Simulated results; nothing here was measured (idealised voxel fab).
process module | voxel spacer lines
cross-section cut | 185 nm wide | cells 5 nm
A cross-section is a grid of square cells, given in bands from the top down. A band is one or more rows of cells.
Each band's line starts with the height of the band's top and of its bottom, in nm. Then come its materials from left to right, each with its width in nm. One material with "throughout" fills the band from edge to edge. "air" is empty space.
Height 0 is the level under which the wafer as received is all one material. The lowest band goes on downwards, as in "0 down".
A width such as "30 to 40" changes by the same amount from each row of cells to the next, from the band's top row to its bottom row.
"no change" after a step means that no cell of the cross-section changed.
closed voids: empty space of 8 cells or more with no open way to the top, each as width x height at its distance from the left edge, in nm
after a step's settings: what the simulator itself notes on the step
overlay nm, on a step with a mask: how far to the right of its planned place the mask lay; to the left if negative
plan
1 op RECEIVE | material Si
2 op CONFORMAL_DEP | material Al2O3 | thk nm 10
3 op DIRECTIONAL_DEP | material SiN | thk nm 10
4 op DIRECTIONAL_DEP | material polySi | thk nm 30
5 op PATTERN | tone cover | mask id MANDREL | material resist | width nm 20 | pitch nm 60 | thk nm 40 | overlay nm 0
6 op DIRECTIONAL_ETCH | etch materials polySi | depth nm 30
7 op STRIP | etch materials resist
8 op CONFORMAL_DEP | material SiO2 | thk nm 10
9 op DIRECTIONAL_ETCH | etch materials SiO2 | depth nm 10
10 op STRIP | etch materials polySi
11 op DIRECTIONAL_ETCH | etch materials SiN | depth nm 10
12 op STRIP | etch materials SiO2
as received, after step 1
  0 down: Si throughout
  closed voids: none
a wafer at the end: this start, this plan, one mistake
  20 to 10: air 10 | SiN 40 | air 20 | SiN 40 | air 20 | SiN 40 | air 15
  10 to 0: Al2O3 throughout
  0 down: Si throughout
  closed voids: none
what went wrong: steps 10 and 11 were swapped
